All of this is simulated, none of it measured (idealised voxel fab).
The process module that follows is named voxel transistor to metal.
For reference, the cross-section in this document is cut, with width 140 nm and square cells of 5 nm.
How to read a cross-section here: the picture is a grid of square cells, written as bands going from the top down, and any band can span one or more rows of cells.
The entry gives the band's vertical extent as a top height and a bottom height in nm, then its horizontal make-up as materials from left to right, each with a width in nm. "blank" stands for empty space; a single material marked "everywhere" fills the band edge to edge.
Zero point of the height axis is 0; under it, received wafer = one material. Lowest band: continues down indefinitely, "top 0, no bottom".
Top row gets the first number, bottom row gets the second, and each row in between changes by the same step: that is how a band width like "30->40" works.
Any step labelled "nothing different" changed none of the cells in the cross-section.
Any empty space of 8 cells or more lacking an open way to the top shows up in "Unvented internal voids" as width x height at distance, distance from the left edge, in nm.
Anything after a step's settings on that line? It's the simulator's own note about the step.
What "overlay nm" on a step's line means: if the step has a mask, that mask lay this far to the right of its planned place, or, when the value is negative, to the left.
**Here's what the planned process steps look like**
1. RECEIVE (material Si)
2. CONFORMAL_DEP (material SiO2; thk nm 5)
3. CONFORMAL_DEP (material SiN; thk nm 10)
4. MASKED_ETCH (tone cover; mask id ACTIVE; width nm 95; etch materials SiN; depth nm 10; overlay nm 0)
5. MASKED_ETCH (tone cover; mask id ACTIVE; width nm 95; etch materials SiO2; depth nm 5; overlay nm 0)
6. MASKED_ETCH (tone cover; mask id ACTIVE; width nm 95; etch materials Si; depth nm 35; overlay nm 0)
7. FILL_DEP (material SiO2; thk nm 10)
8. CMP (height nm 15)
9. SELECTIVE_ETCH (etch materials SiO2; depth nm 5)
10. STRIP (etch materials SiN)
11. SELECTIVE_ETCH (etch materials SiO2; depth nm 5)
12. OXIDIZE (depth nm 5)
13. DIRECTIONAL_DEP (material polySi; thk nm 25)
14. DIRECTIONAL_DEP (material SiCN; thk nm 15)
15. DIRECTIONAL_DEP (material aC; thk nm 10)
16. PATTERN (tone cover; mask id GATE; material resist; width nm 15; thk nm 25; overlay nm 0)
17. DIRECTIONAL_ETCH (etch materials aC; depth nm 10)
18. STRIP (etch materials resist)
19. DIRECTIONAL_ETCH (etch materials SiCN; depth nm 25)
20. DIRECTIONAL_ETCH (etch materials polySi; depth nm 35)
21. STRIP (etch materials aC)
22. CONFORMAL_DEP (material SiO2; thk nm 5)
23. DIRECTIONAL_ETCH (etch materials SiO2; depth nm 5)
24. CONFORMAL_DEP (material SiN; thk nm 5)
25. DIRECTIONAL_ETCH (etch materials SiN; depth nm 5)
26. DIRECTIONAL_ETCH (etch materials SiO2; depth nm 5)
27. DIRECTIONAL_ETCH (etch materials Si; depth nm 15)
28. EPI (material nSi; thk nm 20)
29. FILL_DEP (material SiO2; thk nm 5)
30. CMP (height nm 40)
31. DIRECTIONAL_DEP (material SiO2; thk nm 10)
32. MASKED_ETCH (tone open; mask id CONTACT; width nm 30; pitch nm 55; etch materials SiO2; depth nm 35; overlay nm 0)
33. CONFORMAL_DEP (material TiN; thk nm 5)
34. FILL_DEP (material W; thk nm 10)
35. CMP (height nm 50)
36. DIRECTIONAL_DEP (material TiN; thk nm 5)
37. DIRECTIONAL_DEP (material Ru; thk nm 20)
38. DIRECTIONAL_DEP (material aC; thk nm 15)
39. PATTERN (tone cover; mask id METAL_1; material resist; width nm 20; pitch nm 65; thk nm 30; overlay nm 0)
40. DIRECTIONAL_ETCH (etch materials aC; depth nm 15)
41. STRIP (etch materials resist)
42. DIRECTIONAL_ETCH (etch materials Ru; depth nm 20)
43. DIRECTIONAL_ETCH (etch materials TiN; depth nm 5)
44. STRIP (etch materials aC)
45. CONFORMAL_DEP (material SiCN; thk nm 5)
46. FILL_DEP (material SiO2; thk nm 10)
47. CMP (height nm 75)
48. CONFORMAL_DEP (material SiN; thk nm 5)
**First wafer of two (run as planned)**
**This is the cross-section of the wafer as we received it, i.e. after step 1**
top 0, no bottom | Si everywhere
Unvented internal voids: none
**Presented here is a cross-section of the wafer after step 2 has been performed**
top 5, bottom 0 | SiO2 everywhere
Unchanged below 0.
**Presented here is a cross-section of the wafer after step 3 has been performed**
top 15, bottom 5 | SiN everywhere
Unchanged below 5.
**Presented here is a cross-section of the wafer after step 4 has been performed**
top 15, bottom 5 | blank 20 nm, then SiN 95 nm, then blank 25 nm
Unchanged below 5.
**Presented here is a cross-section of the wafer after step 5 has been performed**
top 15, bottom 5 | blank 20 nm, then SiN 95 nm, then blank 25 nm
top 5, bottom 0 | blank 20 nm, then SiO2 95 nm, then blank 25 nm
Unchanged below 0.
**Presented here is a cross-section of the wafer after step 6 has been performed**
top 15, bottom 5 | blank 20 nm, then SiN 95 nm, then blank 25 nm
top 5, bottom 0 | blank 20 nm, then SiO2 95 nm, then blank 25 nm
top 0, bottom -35 | blank 20 nm, then Si 95 nm, then blank 25 nm
Unchanged below -35.
**Presented here is a cross-section of the wafer after step 7 has been performed**
top 25, bottom 15 | SiO2 everywhere
top 15, bottom 5 | SiO2 20 nm, then SiN 95 nm, then SiO2 25 nm
top 5, bottom 0 | SiO2 everywhere
top 0, bottom -35 | SiO2 20 nm, then Si 95 nm, then SiO2 25 nm
Unchanged below -35.
**Presented here is a cross-section of the wafer after step 8 has been performed**
top 15, bottom 5 | SiO2 20 nm, then SiN 95 nm, then SiO2 25 nm
Unchanged below 5.
**Presented here is a cross-section of the wafer after step 9 has been performed**
top 15, bottom 10 | blank 20 nm, then SiN 95 nm, then blank 25 nm
Unchanged below 10.
**Presented here is a cross-section of the wafer after step 10 has been performed**
top 10, bottom 5 | SiO2 20 nm, then blank 95 nm, then SiO2 25 nm
Unchanged below 5.
**Presented here is a cross-section of the wafer after step 11 has been performed**
top 5, bottom 0 | SiO2 15 nm, then blank 105 nm, then SiO2 20 nm
Unchanged below 0.
**Presented here is a cross-section of the wafer after step 12 has been performed**
top 5, bottom 0 | SiO2 15 nm, then blank 105 nm, then SiO2 20 nm
top 0, bottom -5 | SiO2 everywhere
Unchanged below -5.
**Presented here is a cross-section of the wafer after step 13 has been performed**
top 30, bottom 25 | polySi 15 nm, then blank 105 nm, then polySi 20 nm
top 25, bottom 5 | polySi everywhere
top 5, bottom 0 | SiO2 15 nm, then polySi 105 nm, then SiO2 20 nm
Unchanged below 0.
**Presented here is a cross-section of the wafer after step 14 has been performed**
top 45, bottom 40 | SiCN 15 nm, then blank 105 nm, then SiCN 20 nm
top 40, bottom 30 | SiCN everywhere
top 30, bottom 25 | polySi 15 nm, then SiCN 105 nm, then polySi 20 nm
Unchanged below 25.
**Presented here is a cross-section of the wafer after step 15 has been performed**
top 55, bottom 50 | aC 15 nm, then blank 105 nm, then aC 20 nm
top 50, bottom 45 | aC everywhere
top 45, bottom 40 | SiCN 15 nm, then aC 105 nm, then SiCN 20 nm
Unchanged below 40.
**Presented here is a cross-section of the wafer after step 16 has been performed**
top 80, bottom 55 | blank 60 nm, then resist 15 nm, then blank 65 nm
top 55, bottom 50 | aC 15 nm, then blank 45 nm, then resist 15 nm, then blank 45 nm, then aC 20 nm
Unchanged below 50.
**Presented here is a cross-section of the wafer after step 17 has been performed**
top 70, bottom 50 | blank 60 nm, then resist 15 nm, then blank 65 nm
top 50, bottom 45 | blank 60 nm, then aC 15 nm, then blank 65 nm
top 45, bottom 40 | SiCN 15 nm, then blank 45 nm, then aC 15 nm, then blank 45 nm, then SiCN 20 nm
Unchanged below 40.
**Presented here is a cross-section of the wafer after step 18 has been performed**
top 50, bottom 45 | blank 60 nm, then aC 15 nm, then blank 65 nm
Unchanged below 45.
**Presented here is a cross-section of the wafer after step 19 has been performed**
top 50, bottom 40 | blank 60 nm, then aC 15 nm, then blank 65 nm
top 40, bottom 30 | blank 60 nm, then SiCN 15 nm, then blank 65 nm
top 30, bottom 25 | polySi 15 nm, then blank 45 nm, then SiCN 15 nm, then blank 45 nm, then polySi 20 nm
Unchanged below 25.
**Presented here is a cross-section of the wafer after step 20 has been performed**
top 50, bottom 40 | blank 60 nm, then aC 15 nm, then blank 65 nm
top 40, bottom 25 | blank 60 nm, then SiCN 15 nm, then blank 65 nm
top 25, bottom 5 | blank 60 nm, then polySi 15 nm, then blank 65 nm
top 5, bottom 0 | SiO2 15 nm, then blank 45 nm, then polySi 15 nm, then blank 45 nm, then SiO2 20 nm
Unchanged below 0.
**Presented here is a cross-section of the wafer after step 21 has been performed**
top 40, bottom 25 | blank 60 nm, then SiCN 15 nm, then blank 65 nm
Unchanged below 25.
**Presented here is a cross-section of the wafer after step 22 has been performed**
top 45, bottom 40 | blank 55 nm, then SiO2 25 nm, then blank 60 nm
top 40, bottom 25 | blank 55 nm, then SiO2 5 nm, then SiCN 15 nm, then SiO2 5 nm, then blank 60 nm
top 25, bottom 10 | blank 55 nm, then SiO2 5 nm, then polySi 15 nm, then SiO2 5 nm, then blank 60 nm
top 10, bottom 5 | SiO2 20 nm, then blank 35 nm, then SiO2 5 nm, then polySi 15 nm, then SiO2 5 nm, then blank 35 nm, then SiO2 25 nm
top 5, bottom 0 | SiO2 60 nm, then polySi 15 nm, then SiO2 65 nm
Unchanged below 0.
**Presented here is a cross-section of the wafer after step 23 has been performed**
top 40, bottom 25 | blank 55 nm, then SiO2 5 nm, then SiCN 15 nm, then SiO2 5 nm, then blank 60 nm
top 25, bottom 5 | blank 55 nm, then SiO2 5 nm, then polySi 15 nm, then SiO2 5 nm, then blank 60 nm
top 5, bottom 0 | SiO2 20 nm, then blank 35 nm, then SiO2 5 nm, then polySi 15 nm, then SiO2 5 nm, then blank 35 nm, then SiO2 25 nm
Unchanged below 0.
**Presented here is a cross-section of the wafer after step 24 has been performed**
top 45, bottom 40 | blank 50 nm, then SiN 35 nm, then blank 55 nm
top 40, bottom 25 | blank 50 nm, then SiN 5 nm, then SiO2 5 nm, then SiCN 15 nm, then SiO2 5 nm, then SiN 5 nm, then blank 55 nm
top 25, bottom 10 | blank 50 nm, then SiN 5 nm, then SiO2 5 nm, then polySi 15 nm, then SiO2 5 nm, then SiN 5 nm, then blank 55 nm
top 10, bottom 5 | SiN 25 nm, then blank 25 nm, then SiN 5 nm, then SiO2 5 nm, then polySi 15 nm, then SiO2 5 nm, then SiN 5 nm, then blank 25 nm, then SiN 30 nm
top 5, bottom 0 | SiO2 20 nm, then SiN 35 nm, then SiO2 5 nm, then polySi 15 nm, then SiO2 5 nm, then SiN 35 nm, then SiO2 25 nm
Unchanged below 0.
**Presented here is a cross-section of the wafer after step 25 has been performed**
top 40, bottom 25 | blank 50 nm, then SiN 5 nm, then SiO2 5 nm, then SiCN 15 nm, then SiO2 5 nm, then SiN 5 nm, then blank 55 nm
top 25, bottom 5 | blank 50 nm, then SiN 5 nm, then SiO2 5 nm, then polySi 15 nm, then SiO2 5 nm, then SiN 5 nm, then blank 55 nm
top 5, bottom 0 | SiO2 20 nm, then SiN 5 nm, then blank 25 nm, then SiN 5 nm, then SiO2 5 nm, then polySi 15 nm, then SiO2 5 nm, then SiN 5 nm, then blank 25 nm, then SiN 5 nm, then SiO2 25 nm
Unchanged below 0.
**Presented here is a cross-section of the wafer after step 26 has been performed**
top 40, bottom 35 | blank 50 nm, then SiN 5 nm, then blank 5 nm, then SiCN 15 nm, then blank 5 nm, then SiN 5 nm, then blank 55 nm
top 35, bottom 25 | blank 50 nm, then SiN 5 nm, then SiO2 5 nm, then SiCN 15 nm, then SiO2 5 nm, then SiN 5 nm, then blank 55 nm
top 25, bottom 5 | blank 50 nm, then SiN 5 nm, then SiO2 5 nm, then polySi 15 nm, then SiO2 5 nm, then SiN 5 nm, then blank 55 nm
top 5, bottom 0 | blank 20 nm, then SiN 5 nm, then blank 25 nm, then SiN 5 nm, then SiO2 5 nm, then polySi 15 nm, then SiO2 5 nm, then SiN 5 nm, then blank 25 nm, then SiN 5 nm, then blank 25 nm
top 0, bottom -5 | SiO2 25 nm, then blank 25 nm, then SiO2 35 nm, then blank 25 nm, then SiO2 30 nm
Unchanged below -5.
**Presented here is a cross-section of the wafer after step 27 has been performed**
top 40, bottom 35 | blank 50 nm, then SiN 5 nm, then blank 5 nm, then SiCN 15 nm, then blank 5 nm, then SiN 5 nm, then blank 55 nm
top 35, bottom 25 | blank 50 nm, then SiN 5 nm, then SiO2 5 nm, then SiCN 15 nm, then SiO2 5 nm, then SiN 5 nm, then blank 55 nm
top 25, bottom 5 | blank 50 nm, then SiN 5 nm, then SiO2 5 nm, then polySi 15 nm, then SiO2 5 nm, then SiN 5 nm, then blank 55 nm
top 5, bottom 0 | blank 20 nm, then SiN 5 nm, then blank 25 nm, then SiN 5 nm, then SiO2 5 nm, then polySi 15 nm, then SiO2 5 nm, then SiN 5 nm, then blank 25 nm, then SiN 5 nm, then blank 25 nm
top 0, bottom -5 | SiO2 25 nm, then blank 25 nm, then SiO2 35 nm, then blank 25 nm, then SiO2 30 nm
top -5, bottom -20 | SiO2 20 nm, then Si 5 nm, then blank 25 nm, then Si 35 nm, then blank 25 nm, then Si 5 nm, then SiO2 25 nm
Unchanged below -20.
**Presented here is a cross-section of the wafer after step 28 has been performed**
top 40, bottom 35 | blank 50 nm, then SiN 5 nm, then blank 5 nm, then SiCN 15 nm, then blank 5 nm, then SiN 5 nm, then blank 55 nm
top 35, bottom 25 | blank 50 nm, then SiN 5 nm, then SiO2 5 nm, then SiCN 15 nm, then SiO2 5 nm, then SiN 5 nm, then blank 55 nm
top 25, bottom 15 | blank 50 nm, then SiN 5 nm, then SiO2 5 nm, then polySi 15 nm, then SiO2 5 nm, then SiN 5 nm, then blank 55 nm
top 15, bottom 5 | blank 15 nm, then nSi 35 nm, then SiN 5 nm, then SiO2 5 nm, then polySi 15 nm, then SiO2 5 nm, then SiN 5 nm, then nSi 35 nm, then blank 20 nm
top 5, bottom 0 | blank 15 nm, then nSi 5 nm, then SiN 5 nm, then nSi 25 nm, then SiN 5 nm, then SiO2 5 nm, then polySi 15 nm, then SiO2 5 nm, then SiN 5 nm, then nSi 25 nm, then SiN 5 nm, then nSi 5 nm, then blank 20 nm
top 0, bottom -5 | SiO2 25 nm, then nSi 25 nm, then SiO2 35 nm, then nSi 25 nm, then SiO2 30 nm
top -5, bottom -20 | SiO2 20 nm, then Si 5 nm, then nSi 25 nm, then Si 35 nm, then nSi 25 nm, then Si 5 nm, then SiO2 25 nm
Unchanged below -20.
**Presented here is a cross-section of the wafer after step 29 has been performed**
top 45, bottom 40 | SiO2 everywhere
top 40, bottom 25 | SiO2 50 nm, then SiN 5 nm, then SiO2 5 nm, then SiCN 15 nm, then SiO2 5 nm, then SiN 5 nm, then SiO2 55 nm
top 25, bottom 15 | SiO2 50 nm, then SiN 5 nm, then SiO2 5 nm, then polySi 15 nm, then SiO2 5 nm, then SiN 5 nm, then SiO2 55 nm
top 15, bottom 5 | SiO2 15 nm, then nSi 35 nm, then SiN 5 nm, then SiO2 5 nm, then polySi 15 nm, then SiO2 5 nm, then SiN 5 nm, then nSi 35 nm, then SiO2 20 nm
top 5, bottom 0 | SiO2 15 nm, then nSi 5 nm, then SiN 5 nm, then nSi 25 nm, then SiN 5 nm, then SiO2 5 nm, then polySi 15 nm, then SiO2 5 nm, then SiN 5 nm, then nSi 25 nm, then SiN 5 nm, then nSi 5 nm, then SiO2 20 nm
Unchanged below 0.
**Presented here is a cross-section of the wafer after step 30 has been performed**
top 40, bottom 25 | SiO2 50 nm, then SiN 5 nm, then SiO2 5 nm, then SiCN 15 nm, then SiO2 5 nm, then SiN 5 nm, then SiO2 55 nm
Unchanged below 25.
**Presented here is a cross-section of the wafer after step 31 has been performed**
top 50, bottom 40 | SiO2 everywhere
Unchanged below 40.
**Presented here is a cross-section of the wafer after step 32 has been performed**
top 50, bottom 40 | SiO2 25 nm, then blank 30 nm, then SiO2 25 nm, then blank 30 nm, then SiO2 30 nm
top 40, bottom 25 | SiO2 25 nm, then blank 25 nm, then SiN 5 nm, then SiO2 5 nm, then SiCN 15 nm, then SiO2 5 nm, then SiN 5 nm, then blank 25 nm, then SiO2 30 nm
top 25, bottom 15 | SiO2 25 nm, then blank 25 nm, then SiN 5 nm, then SiO2 5 nm, then polySi 15 nm, then SiO2 5 nm, then SiN 5 nm, then blank 25 nm, then SiO2 30 nm
Unchanged below 15.
**Presented here is a cross-section of the wafer after step 33 has been performed**
top 55, bottom 50 | TiN 30 nm, then blank 20 nm, then TiN 35 nm, then blank 20 nm, then TiN 35 nm
top 50, bottom 40 | SiO2 25 nm, then TiN 5 nm, then blank 20->15 nm, then TiN 5->10 nm, then SiO2 25 nm, then TiN 5->10 nm, then blank 20->15 nm, then TiN 5 nm, then SiO2 30 nm
top 40, bottom 25 | SiO2 25 nm, then TiN 5 nm, then blank 15 nm, then TiN 5 nm, then SiN 5 nm, then SiO2 5 nm, then SiCN 15 nm, then SiO2 5 nm, then SiN 5 nm, then TiN 5 nm, then blank 15 nm, then TiN 5 nm, then SiO2 30 nm
top 25, bottom 20 | SiO2 25 nm, then TiN 5 nm, then blank 15 nm, then TiN 5 nm, then SiN 5 nm, then SiO2 5 nm, then polySi 15 nm, then SiO2 5 nm, then SiN 5 nm, then TiN 5 nm, then blank 15 nm, then TiN 5 nm, then SiO2 30 nm
top 20, bottom 15 | SiO2 25 nm, then TiN 25 nm, then SiN 5 nm, then SiO2 5 nm, then polySi 15 nm, then SiO2 5 nm, then SiN 5 nm, then TiN 25 nm, then SiO2 30 nm
Unchanged below 15.
**Presented here is a cross-section of the wafer after step 34 has been performed**
top 65, bottom 55 | W everywhere
top 55, bottom 50 | TiN 30 nm, then W 20 nm, then TiN 35 nm, then W 20 nm, then TiN 35 nm
top 50, bottom 40 | SiO2 25 nm, then TiN 5 nm, then W 20->15 nm, then TiN 5->10 nm, then SiO2 25 nm, then TiN 5->10 nm, then W 20->15 nm, then TiN 5 nm, then SiO2 30 nm
top 40, bottom 25 | SiO2 25 nm, then TiN 5 nm, then W 15 nm, then TiN 5 nm, then SiN 5 nm, then SiO2 5 nm, then SiCN 15 nm, then SiO2 5 nm, then SiN 5 nm, then TiN 5 nm, then W 15 nm, then TiN 5 nm, then SiO2 30 nm
top 25, bottom 20 | SiO2 25 nm, then TiN 5 nm, then W 15 nm, then TiN 5 nm, then SiN 5 nm, then SiO2 5 nm, then polySi 15 nm, then SiO2 5 nm, then SiN 5 nm, then TiN 5 nm, then W 15 nm, then TiN 5 nm, then SiO2 30 nm
Unchanged below 20.
**Presented here is a cross-section of the wafer after step 35 has been performed**
top 50, bottom 40 | SiO2 25 nm, then TiN 5 nm, then W 20->15 nm, then TiN 5->10 nm, then SiO2 25 nm, then TiN 5->10 nm, then W 20->15 nm, then TiN 5 nm, then SiO2 30 nm
Unchanged below 40.
**Presented here is a cross-section of the wafer after step 36 has been performed**
top 55, bottom 50 | TiN everywhere
Unchanged below 50.
**Presented here is a cross-section of the wafer after step 37 has been performed**
top 75, bottom 55 | Ru everywhere
Unchanged below 55.
**Presented here is a cross-section of the wafer after step 38 has been performed**
top 90, bottom 75 | aC everywhere
Unchanged below 75.
**Presented here is a cross-section of the wafer after step 39 has been performed**
top 120, bottom 90 | blank 25 nm, then resist 20 nm, then blank 45 nm, then resist 20 nm, then blank 30 nm
Unchanged below 90.
**Presented here is a cross-section of the wafer after step 40 has been performed**
top 105, bottom 90 | blank 25 nm, then resist 20 nm, then blank 45 nm, then resist 20 nm, then blank 30 nm
top 90, bottom 75 | blank 25 nm, then aC 20 nm, then blank 45 nm, then aC 20 nm, then blank 30 nm
Unchanged below 75.
**Presented here is a cross-section of the wafer after step 41 has been performed**
top 90, bottom 75 | blank 25 nm, then aC 20 nm, then blank 45 nm, then aC 20 nm, then blank 30 nm
Unchanged below 75.
**Presented here is a cross-section of the wafer after step 42 has been performed**
top 90, bottom 75 | blank 25 nm, then aC 20 nm, then blank 45 nm, then aC 20 nm, then blank 30 nm
top 75, bottom 55 | blank 25 nm, then Ru 20 nm, then blank 45 nm, then Ru 20 nm, then blank 30 nm
Unchanged below 55.
**Presented here is a cross-section of the wafer after step 43 has been performed**
top 90, bottom 75 | blank 25 nm, then aC 20 nm, then blank 45 nm, then aC 20 nm, then blank 30 nm
top 75, bottom 55 | blank 25 nm, then Ru 20 nm, then blank 45 nm, then Ru 20 nm, then blank 30 nm
top 55, bottom 50 | blank 25 nm, then TiN 20 nm, then blank 45 nm, then TiN 20 nm, then blank 30 nm
Unchanged below 50.
**Presented here is a cross-section of the wafer after step 44 has been performed**
top 75, bottom 55 | blank 25 nm, then Ru 20 nm, then blank 45 nm, then Ru 20 nm, then blank 30 nm
Unchanged below 55.
**Presented here is a cross-section of the wafer after step 45 has been performed**
top 80, bottom 75 | blank 20 nm, then SiCN 30 nm, then blank 35 nm, then SiCN 30 nm, then blank 25 nm
top 75, bottom 55 | blank 20 nm, then SiCN 5 nm, then Ru 20 nm, then SiCN 5 nm, then blank 35 nm, then SiCN 5 nm, then Ru 20 nm, then SiCN 5 nm, then blank 25 nm
top 55, bottom 50 | SiCN 25 nm, then TiN 20 nm, then SiCN 45 nm, then TiN 20 nm, then SiCN 30 nm
Unchanged below 50.
**Presented here is a cross-section of the wafer after step 46 has been performed**
top 90, bottom 80 | SiO2 everywhere
top 80, bottom 75 | SiO2 20 nm, then SiCN 30 nm, then SiO2 35 nm, then SiCN 30 nm, then SiO2 25 nm
top 75, bottom 55 | SiO2 20 nm, then SiCN 5 nm, then Ru 20 nm, then SiCN 5 nm, then SiO2 35 nm, then SiCN 5 nm, then Ru 20 nm, then SiCN 5 nm, then SiO2 25 nm
Unchanged below 55.
**Presented here is a cross-section of the wafer after step 47 has been performed**
top 75, bottom 55 | SiO2 20 nm, then SiCN 5 nm, then Ru 20 nm, then SiCN 5 nm, then SiO2 35 nm, then SiCN 5 nm, then Ru 20 nm, then SiCN 5 nm, then SiO2 25 nm
Unchanged below 55.
**Presented here is a cross-section of the wafer after step 48 has been performed**
top 80, bottom 75 | SiN everywhere
Unchanged below 75.
**Second of two: same start, same plan, one run error; steps up to and including 30 match the first**
**Cross-section, second wafer, at the end time the plan gives for step 31**
top 45, bottom 40 | SiO2 everywhere
Unchanged below 40.
**Cross-section, second wafer, at the end time the plan gives for step 32**
top 45, bottom 40 | SiO2 25 nm, then blank 30 nm, then SiO2 25 nm, then blank 30 nm, then SiO2 30 nm
top 40, bottom 25 | SiO2 25 nm, then blank 25 nm, then SiN 5 nm, then SiO2 5 nm, then SiCN 15 nm, then SiO2 5 nm, then SiN 5 nm, then blank 25 nm, then SiO2 30 nm
top 25, bottom 15 | SiO2 25 nm, then blank 25 nm, then SiN 5 nm, then SiO2 5 nm, then polySi 15 nm, then SiO2 5 nm, then SiN 5 nm, then blank 25 nm, then SiO2 30 nm
Unchanged below 15.
**Cross-section, second wafer, at the end time the plan gives for step 33**
top 50, bottom 45 | TiN 30 nm, then blank 20 nm, then TiN 35 nm, then blank 20 nm, then TiN 35 nm
top 45, bottom 40 | SiO2 25 nm, then TiN 5 nm, then blank 15 nm, then TiN 10 nm, then SiO2 25 nm, then TiN 10 nm, then blank 15 nm, then TiN 5 nm, then SiO2 30 nm
top 40, bottom 25 | SiO2 25 nm, then TiN 5 nm, then blank 15 nm, then TiN 5 nm, then SiN 5 nm, then SiO2 5 nm, then SiCN 15 nm, then SiO2 5 nm, then SiN 5 nm, then TiN 5 nm, then blank 15 nm, then TiN 5 nm, then SiO2 30 nm
top 25, bottom 20 | SiO2 25 nm, then TiN 5 nm, then blank 15 nm, then TiN 5 nm, then SiN 5 nm, then SiO2 5 nm, then polySi 15 nm, then SiO2 5 nm, then SiN 5 nm, then TiN 5 nm, then blank 15 nm, then TiN 5 nm, then SiO2 30 nm
top 20, bottom 15 | SiO2 25 nm, then TiN 25 nm, then SiN 5 nm, then SiO2 5 nm, then polySi 15 nm, then SiO2 5 nm, then SiN 5 nm, then TiN 25 nm, then SiO2 30 nm
Unchanged below 15.
**Cross-section, second wafer, at the end time the plan gives for step 34**
top 60, bottom 50 | W everywhere
top 50, bottom 45 | TiN 30 nm, then W 20 nm, then TiN 35 nm, then W 20 nm, then TiN 35 nm
top 45, bottom 40 | SiO2 25 nm, then TiN 5 nm, then W 15 nm, then TiN 10 nm, then SiO2 25 nm, then TiN 10 nm, then W 15 nm, then TiN 5 nm, then SiO2 30 nm
top 40, bottom 25 | SiO2 25 nm, then TiN 5 nm, then W 15 nm, then TiN 5 nm, then SiN 5 nm, then SiO2 5 nm, then SiCN 15 nm, then SiO2 5 nm, then SiN 5 nm, then TiN 5 nm, then W 15 nm, then TiN 5 nm, then SiO2 30 nm
top 25, bottom 20 | SiO2 25 nm, then TiN 5 nm, then W 15 nm, then TiN 5 nm, then SiN 5 nm, then SiO2 5 nm, then polySi 15 nm, then SiO2 5 nm, then SiN 5 nm, then TiN 5 nm, then W 15 nm, then TiN 5 nm, then SiO2 30 nm
Unchanged below 20.
**Cross-section, second wafer, at the end time the plan gives for step 35**
top 50, bottom 45 | TiN 30 nm, then W 20 nm, then TiN 35 nm, then W 20 nm, then TiN 35 nm
Unchanged below 45.
**Cross-section, second wafer, at the end time the plan gives for step 36**
top 55, bottom 50 | TiN everywhere
Unchanged below 50.
**Cross-section, second wafer, at the end time the plan gives for step 37**
top 75, bottom 55 | Ru everywhere
Unchanged below 55.
**Cross-section, second wafer, at the end time the plan gives for step 38**
top 90, bottom 75 | aC everywhere
Unchanged below 75.
**Cross-section, second wafer, at the end time the plan gives for step 39**
top 120, bottom 90 | blank 25 nm, then resist 20 nm, then blank 45 nm, then resist 20 nm, then blank 30 nm
Unchanged below 90.
**Cross-section, second wafer, at the end time the plan gives for step 40**
top 105, bottom 90 | blank 25 nm, then resist 20 nm, then blank 45 nm, then resist 20 nm, then blank 30 nm
top 90, bottom 75 | blank 25 nm, then aC 20 nm, then blank 45 nm, then aC 20 nm, then blank 30 nm
Unchanged below 75.
**Cross-section, second wafer, at the end time the plan gives for step 41**
top 90, bottom 75 | blank 25 nm, then aC 20 nm, then blank 45 nm, then aC 20 nm, then blank 30 nm
Unchanged below 75.
**Cross-section, second wafer, at the end time the plan gives for step 42**
top 90, bottom 75 | blank 25 nm, then aC 20 nm, then blank 45 nm, then aC 20 nm, then blank 30 nm
top 75, bottom 55 | blank 25 nm, then Ru 20 nm, then blank 45 nm, then Ru 20 nm, then blank 30 nm
Unchanged below 55.
**Cross-section, second wafer, at the end time the plan gives for step 43**
top 90, bottom 75 | blank 25 nm, then aC 20 nm, then blank 45 nm, then aC 20 nm, then blank 30 nm
top 75, bottom 55 | blank 25 nm, then Ru 20 nm, then blank 45 nm, then Ru 20 nm, then blank 30 nm
top 55, bottom 50 | blank 25 nm, then TiN 20 nm, then blank 45 nm, then TiN 20 nm, then blank 30 nm
Unchanged below 50.
**Cross-section, second wafer, at the end time the plan gives for step 44**
top 75, bottom 55 | blank 25 nm, then Ru 20 nm, then blank 45 nm, then Ru 20 nm, then blank 30 nm
Unchanged below 55.
**Cross-section, second wafer, at the end time the plan gives for step 45**
top 80, bottom 75 | blank 20 nm, then SiCN 30 nm, then blank 35 nm, then SiCN 30 nm, then blank 25 nm
top 75, bottom 55 | blank 20 nm, then SiCN 5 nm, then Ru 20 nm, then SiCN 5 nm, then blank 35 nm, then SiCN 5 nm, then Ru 20 nm, then SiCN 5 nm, then blank 25 nm
top 55, bottom 50 | SiCN 25 nm, then TiN 20 nm, then SiCN 45 nm, then TiN 20 nm, then SiCN 30 nm
Unchanged below 50.
**Cross-section, second wafer, at the end time the plan gives for step 46**
top 90, bottom 80 | SiO2 everywhere
top 80, bottom 75 | SiO2 20 nm, then SiCN 30 nm, then SiO2 35 nm, then SiCN 30 nm, then SiO2 25 nm
top 75, bottom 55 | SiO2 20 nm, then SiCN 5 nm, then Ru 20 nm, then SiCN 5 nm, then SiO2 35 nm, then SiCN 5 nm, then Ru 20 nm, then SiCN 5 nm, then SiO2 25 nm
Unchanged below 55.
**Cross-section, second wafer, at the end time the plan gives for step 47**
top 75, bottom 55 | SiO2 20 nm, then SiCN 5 nm, then Ru 20 nm, then SiCN 5 nm, then SiO2 35 nm, then SiCN 5 nm, then Ru 20 nm, then SiCN 5 nm, then SiO2 25 nm
Unchanged below 55.
**Cross-section, second wafer, at the end time the plan gives for step 48**
top 80, bottom 75 | SiN everywhere
Unchanged below 75.
Against the plan, the run slipped here: rather than as planned, step 31 actually ran as DIRECTIONAL_DEP (material SiO2; thk nm 5)
Wrapping up, a cell-based count of both wafers puts the second over or under the first for these materials: -16 SiO2; +16 TiN
